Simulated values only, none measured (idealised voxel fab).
This section sets out a process module, namely voxel self aligned contacts.
The figure presents cross-section cut, which has a width of 260 nm and is divided into square cells with an edge length of 5 nm.
Each cross-section below is a grid of square cells, stated as bands in top-down order, with one or more rows of cells making up each band.
Quick guide to a band line: top height, bottom height (nm) up front; then every material left to right with its width in nm. Only one material and it's marked "all across"? Then it fills the band edge to edge. And "blank" just means empty space.
Note: height 0 marks the level under which the wafer is uniformly one material as received. Lowest band unbounded below, written "0 down".
The expression "30 to 40" gives the width at the extremes of the band, the first number at its top row of cells and the second at its bottom row, with the width changing by equal amounts from each row to the next in between.
"nothing different" -> step changed no cross-section cell.
The entry "Voids lacking openings" lists the empty spaces that cover at least 8 cells and have no open path to the top. Each is written as width x height at distance, where the distance is measured from the left edge and all three values are in nm.
Read whatever lies past the settings on a step's line as the simulator's own remark about the step.
The "overlay nm" setting may appear on a step's line; for a step that uses a mask, it gives how far to the right of its planned position the mask lay, and a negative value indicates the left.

### Process steps - plan
1,RECEIVE, material Si
2,CONFORMAL_DEP, material SiO2, thk nm 5
3,DIRECTIONAL_DEP, material polySi, thk nm 25
4,DIRECTIONAL_DEP, material SiN, thk nm 25
5,PATTERN, tone cover, mask id GATE, material resist, width nm 25, pitch nm 70, thk nm 20, overlay nm 0
6,DIRECTIONAL_ETCH, etch materials SiN, depth nm 25
7,DIRECTIONAL_ETCH, etch materials polySi, depth nm 25
8,STRIP, etch materials resist
9,CONFORMAL_DEP, material SiN, thk nm 10
10,DIRECTIONAL_ETCH, etch materials SiN, depth nm 10
11,FILL_DEP, material SiO2, thk nm 20
12,CMP, height nm 65
13,MASKED_ETCH, tone open, mask id CONTACT, width nm 55, etch materials SiO2, depth nm 65, overlay nm 0
14,CONFORMAL_DEP, material TiN, thk nm 5
15,FILL_DEP, material Ru, thk nm 5
16,CMP, height nm 65
17,CONFORMAL_DEP, material SiN, thk nm 5

### Wafer, first of two, run as planned

### Wafer at receipt (post step 1), cross-section
0 down = Si all across
Voids lacking openings: none

### Once step 2 is through, the wafer looks like this in cross-section
5 to 0 = SiO2 all across
At heights below 0, the structure remains unaltered.

### Once step 3 is through, the wafer looks like this in cross-section
30 to 5 = polySi all across
At heights below 5, the structure remains unaltered.

### Once step 4 is through, the wafer looks like this in cross-section
55 to 30 = SiN all across
At heights below 30, the structure remains unaltered.

### Once step 5 is through, the wafer looks like this in cross-section
75 to 55 = 80 of blank / 25 of resist / 45 of blank / 25 of resist / 85 of blank
At heights below 55, the structure remains unaltered.

### Once step 6 is through, the wafer looks like this in cross-section
75 to 55 = 80 of blank / 25 of resist / 45 of blank / 25 of resist / 85 of blank
55 to 30 = 80 of blank / 25 of SiN / 45 of blank / 25 of SiN / 85 of blank
At heights below 30, the structure remains unaltered.

### Once step 7 is through, the wafer looks like this in cross-section
75 to 55 = 80 of blank / 25 of resist / 45 of blank / 25 of resist / 85 of blank
55 to 30 = 80 of blank / 25 of SiN / 45 of blank / 25 of SiN / 85 of blank
30 to 5 = 80 of blank / 25 of polySi / 45 of blank / 25 of polySi / 85 of blank
At heights below 5, the structure remains unaltered.

### Once step 8 is through, the wafer looks like this in cross-section
55 to 30 = 80 of blank / 25 of SiN / 45 of blank / 25 of SiN / 85 of blank
At heights below 30, the structure remains unaltered.

### Once step 9 is through, the wafer looks like this in cross-section
65 to 30 = 70 of blank / 45 of SiN / 25 of blank / 45 of SiN / 75 of blank
30 to 15 = 70 of blank / 10 of SiN / 25 of polySi / 10 of SiN / 25 of blank / 10 of SiN / 25 of polySi / 10 of SiN / 75 of blank
15 to 5 = 80 of SiN / 25 of polySi / 45 of SiN / 25 of polySi / 85 of SiN
At heights below 5, the structure remains unaltered.

### Once step 10 is through, the wafer looks like this in cross-section
55 to 30 = 70 of blank / 45 of SiN / 25 of blank / 45 of SiN / 75 of blank
30 to 5 = 70 of blank / 10 of SiN / 25 of polySi / 10 of SiN / 25 of blank / 10 of SiN / 25 of polySi / 10 of SiN / 75 of blank
At heights below 5, the structure remains unaltered.

### Once step 11 is through, the wafer looks like this in cross-section
75 to 55 = SiO2 all across
55 to 30 = 70 of SiO2 / 45 of SiN / 25 of SiO2 / 45 of SiN / 75 of SiO2
30 to 5 = 70 of SiO2 / 10 of SiN / 25 of polySi / 10 of SiN / 25 of SiO2 / 10 of SiN / 25 of polySi / 10 of SiN / 75 of SiO2
At heights below 5, the structure remains unaltered.

### Once step 12 is through, the wafer looks like this in cross-section
65 to 55 = SiO2 all across
At heights below 55, the structure remains unaltered.

### Once step 13 is through, the wafer looks like this in cross-section
65 to 55 = 100 of SiO2 / 55 of blank / 105 of SiO2
55 to 30 = 70 of SiO2 / 45 of SiN / 25 of blank / 45 of SiN / 75 of SiO2
30 to 5 = 70 of SiO2 / 10 of SiN / 25 of polySi / 10 of SiN / 25 of blank / 10 of SiN / 25 of polySi / 10 of SiN / 75 of SiO2
5 to 0 = 115 of SiO2 / 25 of blank / 120 of SiO2
At heights below 0, the structure remains unaltered.

### Once step 14 is through, the wafer looks like this in cross-section
70 to 65 = 105 of TiN / 45 of blank / 110 of TiN
65 to 55 = 100 of SiO2 / 5 to 20 of TiN / 45 to 15 of blank / 5 to 20 of TiN / 105 of SiO2
55 to 30 = 70 of SiO2 / 45 of SiN / 5 of TiN / 15 of blank / 5 of TiN / 45 of SiN / 75 of SiO2
30 to 5 = 70 of SiO2 / 10 of SiN / 25 of polySi / 10 of SiN / 5 of TiN / 15 of blank / 5 of TiN / 10 of SiN / 25 of polySi / 10 of SiN / 75 of SiO2
5 to 0 = 115 of SiO2 / 25 of TiN / 120 of SiO2
At heights below 0, the structure remains unaltered.

### Once step 15 is through, the wafer looks like this in cross-section
75 to 70 = Ru all across
70 to 65 = 105 of TiN / 45 of Ru / 110 of TiN
65 to 55 = 100 of SiO2 / 5 to 20 of TiN / 45 to 15 of Ru / 5 to 20 of TiN / 105 of SiO2
55 to 30 = 70 of SiO2 / 45 of SiN / 5 of TiN / 15 of Ru / 5 of TiN / 45 of SiN / 75 of SiO2
30 to 5 = 70 of SiO2 / 10 of SiN / 25 of polySi / 10 of SiN / 5 of TiN / 15 of Ru / 5 of TiN / 10 of SiN / 25 of polySi / 10 of SiN / 75 of SiO2
At heights below 5, the structure remains unaltered.

### Once step 16 is through, the wafer looks like this in cross-section
65 to 55 = 100 of SiO2 / 5 to 20 of TiN / 45 to 15 of Ru / 5 to 20 of TiN / 105 of SiO2
At heights below 55, the structure remains unaltered.

### Once step 17 is through, the wafer looks like this in cross-section
70 to 65 = SiN all across
At heights below 65, the structure remains unaltered.

### Second Wafer (Identical Start and Plan, One Processing Error; Matches First Wafer Through Step 1)

Second wafer shown in cross-section at the time step 2 was slated to end: nothing different

### Second wafer shown in cross-section at the time step 3 was slated to end
25 to 0 = polySi all across
At heights below 0, the structure remains unaltered.

### Second wafer shown in cross-section at the time step 4 was slated to end
50 to 25 = SiN all across
At heights below 25, the structure remains unaltered.

### Second wafer shown in cross-section at the time step 5 was slated to end
70 to 50 = 80 of blank / 25 of resist / 45 of blank / 25 of resist / 85 of blank
At heights below 50, the structure remains unaltered.

### Second wafer shown in cross-section at the time step 6 was slated to end
70 to 50 = 80 of blank / 25 of resist / 45 of blank / 25 of resist / 85 of blank
50 to 25 = 80 of blank / 25 of SiN / 45 of blank / 25 of SiN / 85 of blank
At heights below 25, the structure remains unaltered.

### Second wafer shown in cross-section at the time step 7 was slated to end
70 to 50 = 80 of blank / 25 of resist / 45 of blank / 25 of resist / 85 of blank
50 to 25 = 80 of blank / 25 of SiN / 45 of blank / 25 of SiN / 85 of blank
25 to 0 = 80 of blank / 25 of polySi / 45 of blank / 25 of polySi / 85 of blank
At heights below 0, the structure remains unaltered.

### Second wafer shown in cross-section at the time step 8 was slated to end
50 to 25 = 80 of blank / 25 of SiN / 45 of blank / 25 of SiN / 85 of blank
At heights below 25, the structure remains unaltered.

### Second wafer shown in cross-section at the time step 9 was slated to end
60 to 25 = 70 of blank / 45 of SiN / 25 of blank / 45 of SiN / 75 of blank
25 to 10 = 70 of blank / 10 of SiN / 25 of polySi / 10 of SiN / 25 of blank / 10 of SiN / 25 of polySi / 10 of SiN / 75 of blank
10 to 0 = 80 of SiN / 25 of polySi / 45 of SiN / 25 of polySi / 85 of SiN
At heights below 0, the structure remains unaltered.

### Second wafer shown in cross-section at the time step 10 was slated to end
50 to 25 = 70 of blank / 45 of SiN / 25 of blank / 45 of SiN / 75 of blank
25 to 0 = 70 of blank / 10 of SiN / 25 of polySi / 10 of SiN / 25 of blank / 10 of SiN / 25 of polySi / 10 of SiN / 75 of blank
At heights below 0, the structure remains unaltered.

### Second wafer shown in cross-section at the time step 11 was slated to end
70 to 50 = SiO2 all across
50 to 25 = 70 of SiO2 / 45 of SiN / 25 of SiO2 / 45 of SiN / 75 of SiO2
25 to 0 = 70 of SiO2 / 10 of SiN / 25 of polySi / 10 of SiN / 25 of SiO2 / 10 of SiN / 25 of polySi / 10 of SiN / 75 of SiO2
At heights below 0, the structure remains unaltered.

### Second wafer shown in cross-section at the time step 12 was slated to end
65 to 50 = SiO2 all across
At heights below 50, the structure remains unaltered.

### Second wafer shown in cross-section at the time step 13 was slated to end
65 to 50 = 100 of SiO2 / 55 of blank / 105 of SiO2
50 to 25 = 70 of SiO2 / 45 of SiN / 25 of blank / 45 of SiN / 75 of SiO2
25 to 0 = 70 of SiO2 / 10 of SiN / 25 of polySi / 10 of SiN / 25 of blank / 10 of SiN / 25 of polySi / 10 of SiN / 75 of SiO2
At heights below 0, the structure remains unaltered.

### Second wafer shown in cross-section at the time step 14 was slated to end
70 to 65 = 105 of TiN / 45 of blank / 110 of TiN
65 to 55 = 100 of SiO2 / 5 of TiN / 45 of blank / 5 of TiN / 105 of SiO2
55 to 50 = 100 of SiO2 / 20 of TiN / 15 of blank / 20 of TiN / 105 of SiO2
50 to 25 = 70 of SiO2 / 45 of SiN / 5 of TiN / 15 of blank / 5 of TiN / 45 of SiN / 75 of SiO2
25 to 5 = 70 of SiO2 / 10 of SiN / 25 of polySi / 10 of SiN / 5 of TiN / 15 of blank / 5 of TiN / 10 of SiN / 25 of polySi / 10 of SiN / 75 of SiO2
5 to 0 = 70 of SiO2 / 10 of SiN / 25 of polySi / 10 of SiN / 25 of TiN / 10 of SiN / 25 of polySi / 10 of SiN / 75 of SiO2
At heights below 0, the structure remains unaltered.

### Second wafer shown in cross-section at the time step 15 was slated to end
75 to 70 = Ru all across
70 to 65 = 105 of TiN / 45 of Ru / 110 of TiN
65 to 55 = 100 of SiO2 / 5 of TiN / 45 of Ru / 5 of TiN / 105 of SiO2
55 to 50 = 100 of SiO2 / 20 of TiN / 15 of Ru / 20 of TiN / 105 of SiO2
50 to 25 = 70 of SiO2 / 45 of SiN / 5 of TiN / 15 of Ru / 5 of TiN / 45 of SiN / 75 of SiO2
25 to 5 = 70 of SiO2 / 10 of SiN / 25 of polySi / 10 of SiN / 5 of TiN / 15 of Ru / 5 of TiN / 10 of SiN / 25 of polySi / 10 of SiN / 75 of SiO2
At heights below 5, the structure remains unaltered.

### Second wafer shown in cross-section at the time step 16 was slated to end
65 to 55 = 100 of SiO2 / 5 of TiN / 45 of Ru / 5 of TiN / 105 of SiO2
At heights below 55, the structure remains unaltered.

### Second wafer shown in cross-section at the time step 17 was slated to end
70 to 65 = SiN all across
At heights below 65, the structure remains unaltered.
Plan not followed: step 2 was dropped from the plan's execution and never run
Wafer comparison, final, in cells, second relative to first, materials more or fewer: +6 Ru | -6 SiO2
